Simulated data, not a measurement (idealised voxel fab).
voxel plated lines: a process module
Square cells of 5 nm make up the cross-section cut, whose width is 240 nm.
In what follows, cross-sections appear as grids of square cells, described through bands that run from the top down, where every band is one or more rows of cells. Look at the band entry: it leads with the top's height and the bottom's height in nm. Then it lists the materials left to right, with a width in nm for each. The word "full width" on a single material says that material fills the band edge to edge. The word "air" is empty space. Height datum 0, below which the as-received substrate wafer is one material. Lowest band open at the bottom, running downward: "0..down". So if you see something like "30->40" for the width, read it as the top row of the band sitting at the first number and the bottom row at the second, with every row in between moving by the same amount as the last. "no change occurred" after a step means that no cell of the cross-section changed. "Encapsulated voids" enumerates empty spaces isolated from the top, with no open way to it, that contain at least 8 cells, giving each as width x height at distance from the left edge, all three in nm. That trailing text on a step's line, after the settings, is the simulator's own remark on the step. "overlay nm" answers the question of how far to the right of plan the mask lay on a step that has a mask, and when it is negative the answer is to the left.

**Here's what the planned process steps look like**
- 1: RECEIVE: material Si
- 2: CONFORMAL_DEP: material SiN, thk nm 5
- 3: DIRECTIONAL_DEP: material TiN, thk nm 5
- 4: PATTERN: tone open, mask id LINES, material resist, width nm 15, pitch nm 35, thk nm 35, overlay nm 0
- 5: EPI: material Ru, thk nm 5
- 6: EPI: material Ru, thk nm 5
- 7: EPI: material Ru, thk nm 10
- 8: STRIP: etch materials resist
- 9: DIRECTIONAL_ETCH: etch materials TiN, depth nm 5
- 10: CONFORMAL_DEP: material SiCN, thk nm 5

**Received-state cross-section, reflecting completion of step 1**
  0..down  Si full width
  Encapsulated voids: none

**Final cross-section, module run with one mistake (start and plan as above)**
  35..30  80 air | 80 SiCN | 80 air
  30..25  80 air | 5 SiCN | 70 Ru | 5 SiCN | 80 air
  25..20  85 SiCN | 70 Ru | 85 SiCN
  20..10  Ru full width
  10..5  TiN full width
  5..0  SiN full width
  0..down  Si full width
  Encapsulated voids: none
Which mistake was made when the wafer was run? transposition of steps 7 and 8 relative to the planned sequence
